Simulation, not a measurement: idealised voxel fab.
The process module presented herein is designated voxel capacitor over wiring.
In the cross-section labelled cut, the width is 205 nm and each square cell is 5 nm.
How to read a cross-section here: the picture is a grid of square cells, written as bands going from the top down, and any band can span one or more rows of cells.
For a band, the entry starts with two heights in nm, that of the top and then that of the bottom, and carries on with the band's materials in order from left to right, each alongside its width in nm; the word "full width" beside a single material means it fills the band edge to edge, and "empty" means empty space.
Heights from 0 (as-received wafer is one material below). Bottom band endless downward, as "0..down".
The expression "30 to 40" gives the width at the extremes of the band, the first number at its top row of cells and the second at its bottom row, with the width changing by equal amounts from each row to the next in between.
For the purposes of this document, the phrase "stayed the same" attached to a step denotes that no cell within the cross-section was modified by that step.
Listed in "Closed empty spaces": every empty space of 8 or more cells without an open way to the top. Form: width x height at distance, the distance being from the left edge, all in nm.
What comes after the settings on a step's line is commentary from the simulator itself on that step.
The optional step-line setting "overlay nm" applies to steps with a mask and quantifies how far to the right of its planned location the mask lay, a negative value indicating leftward placement.

The planned process steps are enumerated hereunder
1) RECEIVE: material Si
2) CONFORMAL_DEP: material SiO2, thk nm 15
3) DIRECTIONAL_DEP: material TiN, thk nm 5
4) DIRECTIONAL_DEP: material Ru, thk nm 20
5) PATTERN: tone cover, mask id METAL_1, material resist, width nm 25, pitch nm 90, thk nm 20, overlay nm 0
6) DIRECTIONAL_ETCH: etch materials Ru, depth nm 20
7) DIRECTIONAL_ETCH: etch materials TiN, depth nm 5
8) STRIP: etch materials resist
9) CONFORMAL_DEP: material SiCN, thk nm 5
10) FILL_DEP: material lowk, thk nm 5
11) CMP: height nm 40
12) CONFORMAL_DEP: material SiCN, thk nm 5
13) DIRECTIONAL_DEP: material SiO2, thk nm 10
14) PATTERN: tone open, mask id PLUG_1, material resist, width nm 15, thk nm 20, overlay nm 0
15) DIRECTIONAL_ETCH: etch materials SiO2, depth nm 10
16) DIRECTIONAL_ETCH: etch materials SiCN, depth nm 5
17) STRIP: etch materials resist
18) EPI: material Ru, thk nm 10
19) EPI: material Ru, thk nm 5
20) DIRECTIONAL_DEP: material TiN, thk nm 10
21) DIRECTIONAL_DEP: material Al2O3, thk nm 5
22) DIRECTIONAL_DEP: material TiN, thk nm 10
23) PATTERN: tone cover, mask id UPPER_PLATE, material resist, width nm 70, thk nm 15, overlay nm 0
24) DIRECTIONAL_ETCH: etch materials TiN, depth nm 10
25) DIRECTIONAL_ETCH: etch materials Al2O3, depth nm 5
26) STRIP: etch materials resist
27) PATTERN: tone cover, mask id LOWER_PLATE, material resist, width nm 80, thk nm 20, overlay nm 0
28) DIRECTIONAL_ETCH: etch materials TiN, depth nm 10
29) STRIP: etch materials resist
30) FILL_DEP: material SiO2, thk nm 20
31) CMP: height nm 95
32) DIRECTIONAL_DEP: material aC, thk nm 15
33) PATTERN: tone open, mask id PLUG_2, material resist, width nm 15, thk nm 30, overlay nm 0
34) DIRECTIONAL_ETCH: etch materials aC, depth nm 15
35) STRIP: etch materials resist
36) DIRECTIONAL_ETCH: etch materials SiO2, depth nm 15
37) STRIP: etch materials aC
38) CONFORMAL_DEP: material TiN, thk nm 5
39) FILL_DEP: material W, thk nm 10
40) CMP: height nm 95
41) CONFORMAL_DEP: material SiCN, thk nm 5
Variable across wafers: step 21 thk nm (plan value is that of the first wafer; starting state common to all).

Cross-section of the first incoming wafer of several, state after step 1
* 0..down  Si full width
* Closed empty spaces: none

Wafer cross-section (first of several) - module end, post step 41 (last step)
* 100..95  SiCN full width
* 95..85  65 of SiO2  5 of TiN  5 of W  5 of TiN  125 of SiO2
* 85..80  65 of SiO2  15 of TiN  125 of SiO2
* 80..70  55 of SiO2  70 of TiN  80 of SiO2
* 70..65  55 of SiO2  70 of Al2O3  80 of SiO2
* 65..55  50 of SiO2  80 of TiN  75 of SiO2
* 55..45  55 of SiO2  15 of Ru  135 of SiO2
* 45..40  55 of SiCN  15 of Ru  135 of SiCN
* 40..20  40 of lowk  5 of SiCN  25 of Ru  5 of SiCN  55 of lowk  5 of SiCN  25 of Ru  5 of SiCN  40 of lowk
* 20..15  45 of SiCN  25 of TiN  65 of SiCN  25 of TiN  45 of SiCN
* 15..0  SiO2 full width
* 0..down  Si full width
* Closed empty spaces: none

Cross-section of the last wafer at end of module
* 100..95  SiCN full width
* 95..85  55 of SiO2  70 of TiN  80 of SiO2
* 85..80  55 of SiO2  70 of Al2O3  80 of SiO2
* 80..65  Al2O3 full width
* 65..55  TiN full width
* 55..45  55 of SiO2  15 of Ru  135 of SiO2
* 45..40  55 of SiCN  15 of Ru  135 of SiCN
* 40..20  40 of lowk  5 of SiCN  25 of Ru  5 of SiCN  55 of lowk  5 of SiCN  25 of Ru  5 of SiCN  40 of lowk
* 20..15  45 of SiCN  25 of TiN  65 of SiCN  25 of TiN  45 of SiCN
* 15..0  SiO2 full width
* 0..down  Si full width
* Closed empty spaces: none

Row per wafer, end-of-module: cell gain (+)/loss (-) by material since the wafer came in, then closed voids
thk nm 5; +14 Al2O3; +49 Ru; +126 SiCN; +444 SiO2; +77 TiN; +2 W; +108 lowk; Closed empty spaces: none
thk nm 10; +55 Al2O3; +49 Ru; +126 SiCN; +356 SiO2; +125 TiN; +1 W; +108 lowk; Closed empty spaces: none
thk nm 15; +96 Al2O3; +49 Ru; +126 SiCN; +318 SiO2; +123 TiN; +108 lowk; Closed empty spaces: none
thk nm 20; +137 Al2O3; +49 Ru; +126 SiCN; +280 SiO2; +120 TiN; +108 lowk; Closed empty spaces: none
